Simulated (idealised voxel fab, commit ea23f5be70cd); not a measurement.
You're looking at the process module voxel fin reveal.
Square cell edge 5 nm, section width 250 nm, ID cut.
Each cross-section below is a grid of square cells, stated as bands in top-down order, with one or more rows of cells making up each band. It is stipulated that each band's entry specify, in nanometres, the height of the top of the band and then that of its bottom, followed by the materials of the band in left-to-right sequence, each together with its width in nanometres. A single material marked by the word "edge to edge" is understood to fill the band from edge to edge; the word "blank" is understood to denote empty space. Heights from 0 (as-received wafer is one material below). Bottom band endless downward, as "0 -> down". Think of "30..40" as a width that walks from the first number to the second as you go down the band, top row to bottom row, taking equal-sized steps from row to row. "no modification", as given for a step, is the statement that not any cell of the cross-section underwent a change during that step. Empty spaces counting at least 8 cells and having no open way to the top are listed in "Closed void roster". The notation width x height at distance is used for each, the distance being from the left edge and all three values in nm. Whatever follows a step's settings on its line is a remark the simulator itself makes about that step. "overlay nm" on a masked step: distance the mask lay right of its planned place, negative for left.
Here's what the planned process steps look like:
- 1: RECEIVE: material Si
- 2: CONFORMAL_DEP: material SiN, thk nm 10
- 3: PATTERN: tone cover, mask id FINS, material resist, width nm 15, pitch nm 35, thk nm 20, overlay nm 0
- 4: DIRECTIONAL_ETCH: etch materials SiN, depth nm 10
- 5: DIRECTIONAL_ETCH: etch materials Si, depth nm 35
- 6: STRIP: etch materials resist
- 7: FILL_DEP: material SiO2, thk nm 10
- 8: CMP: height nm 10
- 9: SELECTIVE_ETCH: etch materials SiO2, depth nm 25
- 10: STRIP: etch materials SiN
- 11: CONFORMAL_DEP: material HfO2, thk nm 5
Cross-section: wafer on arrival = after step 1:
0 -> down | Si edge to edge
Closed void roster: none
Post-module cross-section: identical start and plan to those above, one misstep in execution:
15 -> 0 | HfO2 edge to edge
0 -> down | Si edge to edge
Closed void roster: none
Run error: step 2 was processed under conditions differing from the plan, specifically as CONFORMAL_DEP: material HfO2, thk nm 10
